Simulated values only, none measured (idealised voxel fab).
process module | voxel released beams
cross-section cut | 245 nm wide | cells 5 nm
A cross-section is a grid of square cells, given in bands from the top down. A band is one or more rows of cells.
Each band's line starts with the height of the band's top and of its bottom, in nm. Then come its materials from left to right, each with its width in nm. One material with "throughout" fills the band from edge to edge. "air" is empty space.
Height 0 is the level under which the wafer as received is all one material. The lowest band goes on downwards, as in "0 down".
A width such as "30 to 40" changes by the same amount from each row of cells to the next, from the band's top row to its bottom row.
"no change" after a step means that no cell of the cross-section changed.
closed voids: empty space of 8 cells or more with no open way to the top, each as width x height at its distance from the left edge, in nm
after a step's settings: what the simulator itself notes on the step
overlay nm, on a step with a mask: how far to the right of its planned place the mask lay; to the left if negative
plan
1 op RECEIVE | material Si
2 op CONFORMAL_DEP | material Al2O3 | thk nm 5
3 op DIRECTIONAL_DEP | material SiO2 | thk nm 10
4 op PATTERN | tone open | mask id ANCHOR | material resist | width nm 25 | thk nm 20 | overlay nm 0
5 op DIRECTIONAL_ETCH | etch materials SiO2 | depth nm 10
6 op STRIP | etch materials resist
7 op CONFORMAL_DEP | material SiN | thk nm 10
8 op MASKED_ETCH | tone cover | mask id BEAM | width nm 105 | etch materials SiN | depth nm 10 | overlay nm 0
9 op STRIP | etch materials SiO2
as received, after step 1
  0 down: Si throughout
  closed voids: none
first wafer at the end, as planned
  25 to 15: air 65 | SiN 15 | air 5 | SiN 85 | air 75
  15 to 5: air 70 | SiN 25 | air 150
  5 to 0: Al2O3 throughout
  0 down: Si throughout
  closed voids: none
second wafer at the end: like start, like plan, one mistake
  15 to 5: air 70 | SiN 10 | air 5 | SiN 10 | air 150
  5 to 0: Al2O3 throughout
  0 down: Si throughout
  closed voids: none
what went wrong: step 8 ran as: op MASKED_ETCH | tone open | mask id BEAM | width nm 105 | etch materials SiN | depth nm 10 | overlay nm 0
at the end the second wafer has, in cells: 42 fewer of SiN
